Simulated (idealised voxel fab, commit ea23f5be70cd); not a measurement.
process module | voxel self aligned vias
cross-section cut | 220 nm wide | cells 5 nm
A cross-section is a grid of square cells, given in bands from the top down. A band is one or more rows of cells.
Each band's line starts with the height of the band's top and of its bottom, in nm. Then come its materials from left to right, each with its width in nm. One material with "throughout" fills the band from edge to edge. "air" is empty space.
Height 0 is the level under which the wafer as received is all one material. The lowest band goes on downwards, as in "0 down".
A width such as "30 to 40" changes by the same amount from each row of cells to the next, from the band's top row to its bottom row.
"no change" after a step means that no cell of the cross-section changed.
closed voids: empty space of 8 cells or more with no open way to the top, each as width x height at its distance from the left edge, in nm
after a step's settings: what the simulator itself notes on the step
overlay nm, on a step with a mask: how far to the right of its planned place the mask lay; to the left if negative
plan
1 op RECEIVE | material Si
2 op CONFORMAL_DEP | material SiO2 | thk nm 15
3 op CONFORMAL_DEP | material SiCN | thk nm 5
4 op DIRECTIONAL_DEP | material lowk | thk nm 20
5 op DIRECTIONAL_DEP | material aC | thk nm 10
6 op PATTERN | tone open | mask id LINES | material resist | width nm 20 | pitch nm 50 | thk nm 25 | overlay nm 0
7 op DIRECTIONAL_ETCH | etch materials aC | depth nm 10
8 op STRIP | etch materials resist
9 op DIRECTIONAL_ETCH | etch materials lowk | depth nm 20
10 op STRIP | etch materials aC
11 op CONFORMAL_DEP | material TiN | thk nm 5
12 op FILL_DEP | material W | thk nm 10
13 op CMP | height nm 40
14 op SELECTIVE_ETCH | etch materials W Ru TiN | depth nm 10
15 op FILL_DEP | material SiN | thk nm 5
16 op CMP | height nm 40
17 op DIRECTIONAL_DEP | material lowk | thk nm 15
18 op PATTERN | tone open | mask id VIAS | material resist | width nm 30 | pitch nm 50 | thk nm 15 | overlay nm 0
19 op DIRECTIONAL_ETCH | etch materials lowk | depth nm 15
20 op DIRECTIONAL_ETCH | etch materials SiN | depth nm 10
21 op STRIP | etch materials resist
22 op CONFORMAL_DEP | material TiN | thk nm 5
23 op FILL_DEP | material W | thk nm 10
24 op CMP | height nm 55
25 op CONFORMAL_DEP | material SiCN | thk nm 5
as received, after step 1
  0 down: Si throughout
  closed voids: none
a wafer at the end: this start, this plan, one mistake
  60 to 55: SiCN throughout
  55 to 40: lowk 45 | TiN 5 | W 20 | TiN 5 | lowk 20 | TiN 5 | W 20 | TiN 5 | lowk 20 | TiN 5 | W 20 | TiN 5 | lowk 45
  40 to 35: SiN 45 | TiN 10 | W 10 | TiN 10 | SiN 20 | TiN 10 | W 10 | TiN 10 | SiN 20 | TiN 10 | W 10 | TiN 10 | SiN 45
  35 to 30: lowk 50 | TiN 20 | lowk 30 | TiN 20 | lowk 30 | TiN 20 | lowk 50
  30 to 20: lowk 50 | TiN 5 | W 10 | TiN 5 | lowk 30 | TiN 5 | W 10 | TiN 5 | lowk 30 | TiN 5 | W 10 | TiN 5 | lowk 50
  20 to 15: lowk 50 | TiN 20 | lowk 30 | TiN 20 | lowk 30 | TiN 20 | lowk 50
  15 to 0: SiO2 throughout
  0 down: Si throughout
  closed voids: none
what went wrong: step 3 was left out
